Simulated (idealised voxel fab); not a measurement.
Process module, titled voxel capacitor over wiring
cross-section cut | 235 nm wide | cells 5 nm
We lay out every cross-section as a grid of square cells and spell it out in bands from the top down, where one band means one or more rows of cells.
Top height, bottom height, nm. Materials left to right, width each, nm. Single material + "all across" = fills band edge to edge. "empty" = empty.
Zero point of the height axis is 0; under it, received wafer = one material. Lowest band: continues down indefinitely, "0 -> down".
Per-row width for "30->40": begins at first number (top row of band), ends at second number (bottom row), increment between rows held constant.
Any step labelled "no change occurred" changed none of the cells in the cross-section.
Basically, "Closed void catalog" tells you about the enclosed voids: empty spaces with no open way to the top, 8 cells or bigger, each written width x height at distance, where distance is from the left edge, all in nm.
On a step's line, text after the settings is the simulator commenting on that step.
The "overlay nm" setting may appear on a step's line; for a step that uses a mask, it gives how far to the right of its planned position the mask lay, and a negative value indicates the left.

Plan
1. RECEIVE,material Si
2. CONFORMAL_DEP,material SiO2,thk nm 15
3. CONFORMAL_DEP,material SiCN,thk nm 5
4. DIRECTIONAL_DEP,material SiO2,thk nm 15
5. DIRECTIONAL_DEP,material aC,thk nm 10
6. PATTERN,tone open,mask id METAL_1,material resist,width nm 30,pitch nm 95,thk nm 25,overlay nm 0
7. DIRECTIONAL_ETCH,etch materials aC,depth nm 10
8. STRIP,etch materials resist
9. DIRECTIONAL_ETCH,etch materials SiO2,depth nm 15
10. DIRECTIONAL_ETCH,etch materials SiCN,depth nm 5
11. STRIP,etch materials aC
12. CONFORMAL_DEP,material TiN,thk nm 5
13. FILL_DEP,material Cu,thk nm 5
14. CMP,height nm 35
15. CONFORMAL_DEP,material SiCN,thk nm 5
16. DIRECTIONAL_DEP,material SiO2,thk nm 15
17. MASKED_ETCH,tone open,mask id PLUG_1,width nm 15,etch materials SiO2,depth nm 15,overlay nm 0
18. MASKED_ETCH,tone open,mask id PLUG_1,width nm 15,etch materials SiCN,depth nm 5,overlay nm 0
19. CONFORMAL_DEP,material TiN,thk nm 5
20. FILL_DEP,material Cu,thk nm 10
21. CMP,height nm 55
22. DIRECTIONAL_DEP,material TiN,thk nm 10
23. DIRECTIONAL_DEP,material SiN,thk nm 5
24. DIRECTIONAL_DEP,material TiN,thk nm 5
25. PATTERN,tone cover,mask id UPPER_PLATE,material resist,width nm 70,thk nm 20,overlay nm 0
26. DIRECTIONAL_ETCH,etch materials TiN,depth nm 5
27. DIRECTIONAL_ETCH,etch materials SiN,depth nm 5
28. STRIP,etch materials resist
29. PATTERN,tone cover,mask id LOWER_PLATE,material resist,width nm 80,thk nm 20,overlay nm 0
30. DIRECTIONAL_ETCH,etch materials TiN,depth nm 10
31. STRIP,etch materials resist
32. FILL_DEP,material SiO2,thk nm 20
33. CMP,height nm 90
34. DIRECTIONAL_DEP,material aC,thk nm 10
35. PATTERN,tone open,mask id PLUG_2,material resist,width nm 15,thk nm 30,overlay nm 0
36. DIRECTIONAL_ETCH,etch materials aC,depth nm 10
37. STRIP,etch materials resist
38. DIRECTIONAL_ETCH,etch materials SiO2,depth nm 15
39. STRIP,etch materials aC
40. CONFORMAL_DEP,material TiN,thk nm 5
41. FILL_DEP,material Ru,thk nm 10
42. CMP,height nm 90
43. CONFORMAL_DEP,material SiCN,thk nm 5

The cross-section here shows the wafer as received, i.e. in its state after step 1
    0 -> down = Si all across
    Closed void catalog: none

Module complete - cross-section of the first of two wafers, run according to plan
    95 -> 90 = SiCN all across
    90 -> 80 = 80 of SiO2, then 5 of TiN, then 5 of Ru, then 5 of TiN, then 140 of SiO2
    80 -> 70 = 80->70 of SiO2, then 15->70 of TiN, then 140->95 of SiO2
    70 -> 65 = 70 of SiO2, then 70 of SiN, then 95 of SiO2
    65 -> 55 = 65 of SiO2, then 80 of TiN, then 90 of SiO2
    55 -> 40 = 70 of SiO2, then 5 of TiN, then 5 of Cu, then 5 of TiN, then 150 of SiO2
    40 -> 35 = 70 of SiCN, then 15 of TiN, then 150 of SiCN
    35 -> 20 = 55 of SiO2, then 5 of TiN, then 20 of Cu, then 5 of TiN, then 65 of SiO2, then 5 of TiN, then 20 of Cu, then 5 of TiN, then 55 of SiO2
    20 -> 15 = 55 of SiCN, then 30 of TiN, then 65 of SiCN, then 30 of TiN, then 55 of SiCN
    15 -> 0 = SiO2 all across
    0 -> down = Si all across
    Closed void catalog: none

Cross-section, wafer two of two, end of module: same start and plan as wafer one, one error in execution
    95 -> 90 = SiCN all across
    90 -> 80 = 80 of SiO2, then 5 of TiN, then 5 of Ru, then 5 of TiN, then 140 of SiO2
    80 -> 70 = 80->70 of SiO2, then 15->70 of TiN, then 140->95 of SiO2
    70 -> 65 = Cu all across
    65 -> 55 = TiN all across
    55 -> 40 = 70 of SiO2, then 5 of TiN, then 5 of Cu, then 5 of TiN, then 150 of SiO2
    40 -> 35 = 70 of SiCN, then 15 of TiN, then 150 of SiCN
    35 -> 20 = 55 of SiO2, then 5 of TiN, then 20 of Cu, then 5 of TiN, then 65 of SiO2, then 5 of TiN, then 20 of Cu, then 5 of TiN, then 55 of SiO2
    20 -> 15 = 55 of SiCN, then 30 of TiN, then 65 of SiCN, then 30 of TiN, then 55 of SiCN
    15 -> 0 = SiO2 all across
    0 -> down = Si all across
    Closed void catalog: none
The mistake made against the process plan was this: contrary to plan, step 23 was performed as DIRECTIONAL_DEP,material Cu,thk nm 5
Counted in cells at the end, the second wafer holds more or fewer of these materials than the first: Cu +47; SiN -14; SiO2 -95; TiN +62
